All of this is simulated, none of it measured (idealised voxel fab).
Herein follows the process module entitled voxel self aligned vias.
Square cell edge 5 nm, section width 260 nm, ID cut.
Cross-section = grid of square cells, listed top down in bands; band = one or more rows. Look at the band entry: it leads with the top's height and the bottom's height in nm. Then it lists the materials left to right, with a width in nm for each. The word "full width" on a single material says that material fills the band edge to edge. The word "air" is empty space. Below 0: as-received wafer, all one material; heights counted from there. Lowest band: no bottom, goes on down, written "0 and below". With a width like "30 to 40", each row of cells in the band differs from the next by the same amount, the top row carrying the first number and the bottom row the second. Take "nothing different" at face value: in the step it is given for, the cross-section changed in none of its cells. In the "Non-vented voids" entry, you get each enclosed empty space of 8 cells or more, one with no open way to the top, written width x height at distance, distance from the left edge, in nm. Read whatever lies past the settings on a step's line as the simulator's own remark about the step. "overlay nm" on a masked step: distance the mask lay right of its planned place, negative for left.

Below is the list of planned process steps:
step 1: RECEIVE [material Si]
step 2: CONFORMAL_DEP [material SiO2] [thk nm 15]
step 3: CONFORMAL_DEP [material SiCN] [thk nm 5]
step 4: DIRECTIONAL_DEP [material lowk] [thk nm 20]
step 5: PATTERN [tone open] [mask id LINES] [material resist] [width nm 20] [pitch nm 60] [thk nm 15] [overlay nm 0]
step 6: DIRECTIONAL_ETCH [etch materials lowk] [depth nm 20]
step 7: STRIP [etch materials resist]
step 8: CONFORMAL_DEP [material TiN] [thk nm 5]
step 9: FILL_DEP [material Ru] [thk nm 10]
step 10: CMP [height nm 40]
step 11: SELECTIVE_ETCH [etch materials W Ru TiN] [depth nm 10]
step 12: FILL_DEP [material SiN] [thk nm 5]
step 13: CMP [height nm 40]
step 14: DIRECTIONAL_DEP [material lowk] [thk nm 20]
step 15: MASKED_ETCH [tone open] [mask id VIAS] [width nm 40] [etch materials lowk] [depth nm 20] [overlay nm -15]
step 16: MASKED_ETCH [tone open] [mask id VIAS] [width nm 40] [etch materials SiN] [depth nm 10] [overlay nm 0]
step 17: CONFORMAL_DEP [material TiN] [thk nm 5]
step 18: FILL_DEP [material Cu] [thk nm 10]
step 19: CMP [height nm 60]
step 20: CONFORMAL_DEP [material SiCN] [thk nm 5]
Heads up: all these wafers start the same, and what changes between them is the overlay nm in step 15. The value you see in the plan is just what the first wafer got.

Cross-section: the first of several wafers in its as-received state, i.e. following step 1:
* 0 and below: Si full width
* Non-vented voids: none

At the end of the module, after its last step, step 20, the first of several wafers appears in cross-section as follows:
* 65 down to 60: SiCN full width
* 60 down to 45: lowk 65 | TiN 5 | Cu 30 | TiN 5 | lowk 155
* 45 down to 40: lowk 65 | TiN 30 | Cu 5 | TiN 5 | lowk 155
* 40 down to 35: lowk 90 | TiN 5 | Cu 5 | TiN 5 | SiN 5 | lowk 40 | SiN 20 | lowk 90
* 35 down to 30: lowk 90 | TiN 15 | SiN 5 | lowk 40 | SiN 20 | lowk 90
* 30 down to 25: lowk 90 | TiN 5 | Ru 10 | TiN 5 | lowk 40 | TiN 5 | Ru 10 | TiN 5 | lowk 90
* 25 down to 20: lowk 90 | TiN 20 | lowk 40 | TiN 20 | lowk 90
* 20 down to 15: SiCN full width
* 15 down to 0: SiO2 full width
* 0 and below: Si full width
* Non-vented voids: none

Final wafer of several, shown in cross-section at the end of the module:
* 65 down to 60: SiCN full width
* 60 down to 45: lowk 95 | TiN 5 | Cu 30 | TiN 5 | lowk 125
* 45 down to 40: lowk 95 | TiN 5 | Cu 5 | TiN 30 | lowk 125
* 40 down to 35: lowk 90 | SiN 5 | TiN 5 | Cu 5 | TiN 5 | lowk 40 | SiN 20 | lowk 90
* 35 down to 30: lowk 90 | SiN 5 | TiN 15 | lowk 40 | SiN 20 | lowk 90
* 30 down to 25: lowk 90 | TiN 5 | Ru 10 | TiN 5 | lowk 40 | TiN 5 | Ru 10 | TiN 5 | lowk 90
* 25 down to 20: lowk 90 | TiN 20 | lowk 40 | TiN 20 | lowk 90
* 20 down to 15: SiCN full width
* 15 down to 0: SiO2 full width
* 0 and below: Si full width
* Non-vented voids: none

Tabulated below, wafer by wafer, are the end-of-module results: for each material, the number of cells gained (+) or lost (-) relative to the as-received state, followed by the closed voids:
overlay nm -15 | +20 Cu | +4 Ru | +104 SiCN | +10 SiN | +156 SiO2 | +30 TiN | +352 lowk | Non-vented voids: none
overlay nm -10 | +22 Cu | +4 Ru | +104 SiCN | +8 SiN | +156 SiO2 | +30 TiN | +352 lowk | Non-vented voids: none
overlay nm -5 | +22 Cu | +4 Ru | +104 SiCN | +8 SiN | +156 SiO2 | +30 TiN | +352 lowk | Non-vented voids: none
overlay nm 0 | +22 Cu | +4 Ru | +104 SiCN | +8 SiN | +156 SiO2 | +30 TiN | +352 lowk | Non-vented voids: none
overlay nm 5 | +22 Cu | +4 Ru | +104 SiCN | +8 SiN | +156 SiO2 | +30 TiN | +352 lowk | Non-vented voids: none
overlay nm 10 | +22 Cu | +4 Ru | +104 SiCN | +8 SiN | +156 SiO2 | +30 TiN | +352 lowk | Non-vented voids: none
overlay nm 15 | +20 Cu | +4 Ru | +104 SiCN | +10 SiN | +156 SiO2 | +30 TiN | +352 lowk | Non-vented voids: none
